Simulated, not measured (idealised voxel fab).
You're looking at the process module voxel air gaps.
230 nm wide, 5 nm square cells: that's cross-section cut.
Throughout this document, each cross-section is represented as a grid of square cells and is presented as a sequence of bands enumerated from the top downward, where a band comprises one or more rows of cells. Per band: top height and bottom height in nm, followed by the left-to-right materials and their widths in nm; "throughout" marks a single material spanning edge to edge, "blank" marks empty space. Where do heights start? At 0: under that level the wafer as delivered is made of one material only. And the lowest band has no floor; it just carries on downward, as in "0 -> down". With a width like "30..40", each row of cells in the band differs from the next by the same amount, the top row carrying the first number and the bottom row the second. "stayed the same" (step): cross-section cells unchanged, all of them. So "Tabulated closed voids" is basically the list of trapped voids: any empty space of 8 cells or more that can't reach the top through an opening. They're written width x height at distance, the distance being from the left edge, and it's all nm. What comes after the settings on a step's line is commentary from the simulator itself on that step. "overlay nm" on a masked step: distance the mask lay right of its planned place, negative for left.
[This section lists the process steps that were planned]
- 1: RECEIVE (material Si)
- 2: CONFORMAL_DEP (material SiO2; thk nm 10)
- 3: CONFORMAL_DEP (material SiCN; thk nm 5)
- 4: DIRECTIONAL_DEP (material SiO2; thk nm 35)
- 5: PATTERN (tone open; mask id LINES; material resist; width nm 15; pitch nm 40; thk nm 20; overlay nm 0)
- 6: DIRECTIONAL_ETCH (etch materials SiO2; depth nm 35)
- 7: STRIP (etch materials resist)
- 8: CONFORMAL_DEP (material TiN; thk nm 5)
- 9: FILL_DEP (material W; thk nm 5)
- 10: CMP (height nm 50)
- 11: EPI (material Ru; thk nm 10)
- 12: SELECTIVE_ETCH (etch materials SiO2; depth nm 45)
- 13: CONFORMAL_DEP (material SiCN; thk nm 5)
[First of two wafers, processed according to plan]
[Shown in cross-section is the wafer as received, that is, as it stands after step 1]
0 -> down: Si throughout
Tabulated closed voids: none
[Cross-section through the wafer, step 2 finished]
10 -> 0: SiO2 throughout
Anything lower than 0 is untouched.
[Cross-section through the wafer, step 3 finished]
15 -> 10: SiCN throughout
Anything lower than 10 is untouched.
[Cross-section through the wafer, step 4 finished]
50 -> 15: SiO2 throughout
Anything lower than 15 is untouched.
[Cross-section through the wafer, step 5 finished]
70 -> 50: resist 65 / blank 15 / resist 25 / blank 15 / resist 25 / blank 15 / resist 70
Anything lower than 50 is untouched.
[Cross-section through the wafer, step 6 finished]
70 -> 50: resist 65 / blank 15 / resist 25 / blank 15 / resist 25 / blank 15 / resist 70
50 -> 15: SiO2 65 / blank 15 / SiO2 25 / blank 15 / SiO2 25 / blank 15 / SiO2 70
Anything lower than 15 is untouched.
[Cross-section through the wafer, step 7 finished]
50 -> 15: SiO2 65 / blank 15 / SiO2 25 / blank 15 / SiO2 25 / blank 15 / SiO2 70
Anything lower than 15 is untouched.
[Cross-section through the wafer, step 8 finished]
55 -> 50: TiN 70 / blank 5 / TiN 35 / blank 5 / TiN 35 / blank 5 / TiN 75
50 -> 20: SiO2 65 / TiN 5 / blank 5 / TiN 5 / SiO2 25 / TiN 5 / blank 5 / TiN 5 / SiO2 25 / TiN 5 / blank 5 / TiN 5 / SiO2 70
20 -> 15: SiO2 65 / TiN 15 / SiO2 25 / TiN 15 / SiO2 25 / TiN 15 / SiO2 70
Anything lower than 15 is untouched.
[Cross-section through the wafer, step 9 finished]
60 -> 55: W throughout
55 -> 50: TiN 70 / W 5 / TiN 35 / W 5 / TiN 35 / W 5 / TiN 75
50 -> 20: SiO2 65 / TiN 5 / W 5 / TiN 5 / SiO2 25 / TiN 5 / W 5 / TiN 5 / SiO2 25 / TiN 5 / W 5 / TiN 5 / SiO2 70
Anything lower than 20 is untouched.
[Cross-section through the wafer, step 10 finished]
50 -> 20: SiO2 65 / TiN 5 / W 5 / TiN 5 / SiO2 25 / TiN 5 / W 5 / TiN 5 / SiO2 25 / TiN 5 / W 5 / TiN 5 / SiO2 70
Anything lower than 20 is untouched.
[Cross-section through the wafer, step 11 finished]
60 -> 50: blank 55 / Ru 35 / blank 5 / Ru 35 / blank 5 / Ru 35 / blank 60
Anything lower than 50 is untouched.
[Cross-section through the wafer, step 12 finished]
60 -> 50: blank 55 / Ru 35 / blank 5 / Ru 35 / blank 5 / Ru 35 / blank 60
50 -> 20: blank 65 / TiN 5 / W 5 / TiN 5 / blank 25 / TiN 5 / W 5 / TiN 5 / blank 25 / TiN 5 / W 5 / TiN 5 / blank 70
20 -> 15: blank 65 / TiN 15 / blank 25 / TiN 15 / blank 25 / TiN 15 / blank 70
Anything lower than 15 is untouched.
[Cross-section through the wafer, step 13 finished]
65 -> 60: blank 50 / SiCN 125 / blank 55
60 -> 50: blank 50 / SiCN 5 / Ru 35 / SiCN 5 / Ru 35 / SiCN 5 / Ru 35 / SiCN 5 / blank 55
50 -> 45: blank 50 / SiCN 15 / TiN 5 / W 5 / TiN 5 / SiCN 25 / TiN 5 / W 5 / TiN 5 / SiCN 25 / TiN 5 / W 5 / TiN 5 / SiCN 15 / blank 55
45 -> 20: blank 60 / SiCN 5 / TiN 5 / W 5 / TiN 5 / SiCN 5 / blank 15 / SiCN 5 / TiN 5 / W 5 / TiN 5 / SiCN 5 / blank 15 / SiCN 5 / TiN 5 / W 5 / TiN 5 / SiCN 5 / blank 65
20 -> 15: SiCN 65 / TiN 15 / SiCN 25 / TiN 15 / SiCN 25 / TiN 15 / SiCN 70
Anything lower than 15 is untouched.
Tabulated closed voids: 15 x 25 at 85; 15 x 25 at 125
[Second of two: same start, same plan, one run error; steps up to and including 12 match the first]
X-section, second wafer, when step 13 was due to finish: stayed the same
Misprocessing identified: the plan's step 13 went unexecuted, having been skipped
The final cell counts differ between the wafers, with the second having more or fewer of some materials than the first: SiCN: 116 fewer
The second wafer ends with 0 closed voids, and the first wafer ends with 2.
